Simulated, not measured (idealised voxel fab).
Process module, titled voxel ribs on slabs
In the cross-section labelled cut, the width is 235 nm and each square cell is 5 nm.
Think of the cross-section as a grid of square cells. We describe it in bands, top to bottom, and each band covers one or more rows of those cells. First you get the band's top height and its bottom height, in nm, and then the materials it's made of, left to right, with each width in nm. If you see a single material with "throughout", that one covers the band edge to edge. "empty" is empty space. Heights are expressed relative to 0, this being the level below which the as-received wafer comprises one material exclusively. The lowest band is unbounded in the downward direction and is denoted as in "0 nm and below". Width: "30..40" (first number = top row, second number = bottom row, same change from row to row of cells). You'll sometimes find "no change" written for a step, and that's the way of saying that nowhere in the cross-section did a cell change during that step. Under "Enclosed void listing" you'll find the enclosed gaps, the ones with no way out to the top, that are 8 cells or bigger; each reads width x height at distance, with distance counted from the left edge, everything in nm. Step line, after settings: the simulator's comment on this step. overlay nm: on a step with a mask, how far right of its planned place the mask lay; negative means left.

### These are the steps we planned for the process
1) RECEIVE with material Si
2) DIRECTIONAL_DEP with material SiO2, thk nm 25
3) DIRECTIONAL_DEP with material polySi, thk nm 20
4) MASKED_ETCH with tone cover, mask id RIB, width nm 20, etch materials polySi, depth nm 5, overlay nm 0
5) MASKED_ETCH with tone cover, mask id SLAB, width nm 70, etch materials polySi, depth nm 15, overlay nm 0
6) FILL_DEP with material SiO2, thk nm 25
7) CMP with height nm 65
8) DIRECTIONAL_DEP with material TiN, thk nm 5
9) PATTERN with tone cover, mask id HEATER, material resist, width nm 30, thk nm 20, overlay nm -15
10) DIRECTIONAL_ETCH with etch materials TiN, depth nm 5
11) STRIP with etch materials resist
12) CONFORMAL_DEP with material SiO2, thk nm 5
The value of overlay nm given for step 9 in the plan refers to the first wafer; the wafers vary in this setting and are alike at the start.

### Cross-section of the first incoming wafer of several, state after step 1
    0 nm and below | Si throughout
    Enclosed void listing: none

### Last step of the module is step 12; after it, the first of several wafers in cross-section
    75 nm to 70 nm | empty 80 / SiO2 40 / empty 115
    70 nm to 65 nm | SiO2 85 / TiN 30 / SiO2 120
    65 nm to 45 nm | SiO2 throughout
    45 nm to 40 nm | SiO2 105 / polySi 20 / SiO2 110
    40 nm to 25 nm | SiO2 80 / polySi 70 / SiO2 85
    25 nm to 0 nm | SiO2 throughout
    0 nm and below | Si throughout
    Enclosed void listing: none

### Here we cross-sectioned the last of the wafers once the module was done
    75 nm to 70 nm | empty 110 / SiO2 40 / empty 85
    70 nm to 65 nm | SiO2 115 / TiN 30 / SiO2 90
    65 nm to 45 nm | SiO2 throughout
    45 nm to 40 nm | SiO2 105 / polySi 20 / SiO2 110
    40 nm to 25 nm | SiO2 80 / polySi 70 / SiO2 85
    25 nm to 0 nm | SiO2 throughout
    0 nm and below | Si throughout
    Enclosed void listing: none

### Per-wafer rows below. For each material: cells gained (+) or lost (-) since the wafer was received, as of end of module. Then: closed voids
overlay nm -15, +614 SiO2, +6 TiN, +46 polySi, Enclosed void listing: none
overlay nm -10, +614 SiO2, +6 TiN, +46 polySi, Enclosed void listing: none
overlay nm -5, +614 SiO2, +6 TiN, +46 polySi, Enclosed void listing: none
overlay nm 0, +614 SiO2, +6 TiN, +46 polySi, Enclosed void listing: none
overlay nm 5, +614 SiO2, +6 TiN, +46 polySi, Enclosed void listing: none
overlay nm 10, +614 SiO2, +6 TiN, +46 polySi, Enclosed void listing: none
overlay nm 15, +614 SiO2, +6 TiN, +46 polySi, Enclosed void listing: none
